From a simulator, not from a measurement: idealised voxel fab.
Presented below is a process module, voxel self aligned vias.
Square cell edge 5 nm, section width 145 nm, ID cut.
When this document writes out a cross-section, it uses a grid of square cells and lists it as bands, beginning at the top and moving down, with a band standing for one or more rows of cells. Within each band entry, the heights of the top and of the bottom of the band appear first, in that order and in nm; the materials of the band then follow from left to right, each with its corresponding width in nm. The designation "full width" on a single material indicates that it fills the band from edge to edge; the designation "air" indicates empty space. Ref level 0: as-received wafer is one material below here. Bottom band extends down with no lower bound ("top 0, no bottom"). Per-row width for "30->40": begins at first number (top row of band), ends at second number (bottom row), increment between rows held constant. The cross-section has no changed cell in any step marked "all unchanged". Tabulated closed voids: empty space of 8 cells or more with no open way to the top, each as width x height at its distance from the left edge, in nm. Formally, on a step line, whatever follows the settings is a remark that the simulator itself makes on the step. Among the settings permitted on a step's line is "overlay nm"; applied to a step with a mask, it specifies the extent to which the mask lay to the right of its planned position, whereas a negative figure signifies a position to the left.
# The process steps that were planned are listed below
1,op RECEIVE | material Si
2,op CONFORMAL_DEP | material SiO2 | thk nm 10
3,op CONFORMAL_DEP | material SiCN | thk nm 5
4,op DIRECTIONAL_DEP | material SiO2 | thk nm 30
5,op DIRECTIONAL_DEP | material aC | thk nm 10
6,op PATTERN | tone open | mask id LINES | material resist | width nm 30 | pitch nm 65 | thk nm 25 | overlay nm 0
7,op DIRECTIONAL_ETCH | etch materials aC | depth nm 10
8,op STRIP | etch materials resist
9,op DIRECTIONAL_ETCH | etch materials SiO2 | depth nm 30
10,op STRIP | etch materials aC
11,op CONFORMAL_DEP | material TiN | thk nm 5
12,op FILL_DEP | material W | thk nm 5
13,op CMP | height nm 45
14,op SELECTIVE_ETCH | etch materials W Ru TiN | depth nm 10
15,op FILL_DEP | material SiN | thk nm 10
16,op CMP | height nm 45
17,op DIRECTIONAL_DEP | material SiO2 | thk nm 20
18,op MASKED_ETCH | tone open | mask id VIAS | width nm 50 | etch materials SiO2 | depth nm 20 | overlay nm 0
19,op MASKED_ETCH | tone open | mask id VIAS | width nm 50 | etch materials SiN | depth nm 10 | overlay nm 0
20,op CONFORMAL_DEP | material TiN | thk nm 5
21,op FILL_DEP | material Cu | thk nm 10
22,op CMP | height nm 65
23,op CONFORMAL_DEP | material SiCN | thk nm 5
# Wafer at receipt (post step 1), cross-section
	top 0, no bottom = Si full width
	Tabulated closed voids: none
# End-of-module cross-section. Starting structure and process plan as above; one mistake made in running it
	top 70, bottom 65 = SiCN full width
	top 65, bottom 45 = 15 SiO2 / 5 TiN / 40 Cu / 5 TiN / 80 SiO2
	top 45, bottom 40 = 15 SiO2 / 5 TiN / 40 Cu / 5 TiN / 25 SiO2 / 30 SiN / 25 SiO2
	top 40, bottom 35 = 15 SiO2 / 50 TiN / 25 SiO2 / 30 SiN / 25 SiO2
	top 35, bottom 25 = 15 SiO2 / 15 TiN / 20 W / 15 TiN / 25 SiO2 / 5 TiN / 20 W / 5 TiN / 25 SiO2
	top 25, bottom 20 = 25 SiO2 / 5 TiN / 20 W / 5 TiN / 35 SiO2 / 5 TiN / 20 W / 5 TiN / 25 SiO2
	top 20, bottom 15 = 25 SiO2 / 30 TiN / 35 SiO2 / 30 TiN / 25 SiO2
	top 15, bottom 10 = SiCN full width
	top 10, bottom 0 = SiO2 full width
	top 0, no bottom = Si full width
	Tabulated closed voids: none
Misprocessing identified: step 18 of the plan saw execution twice
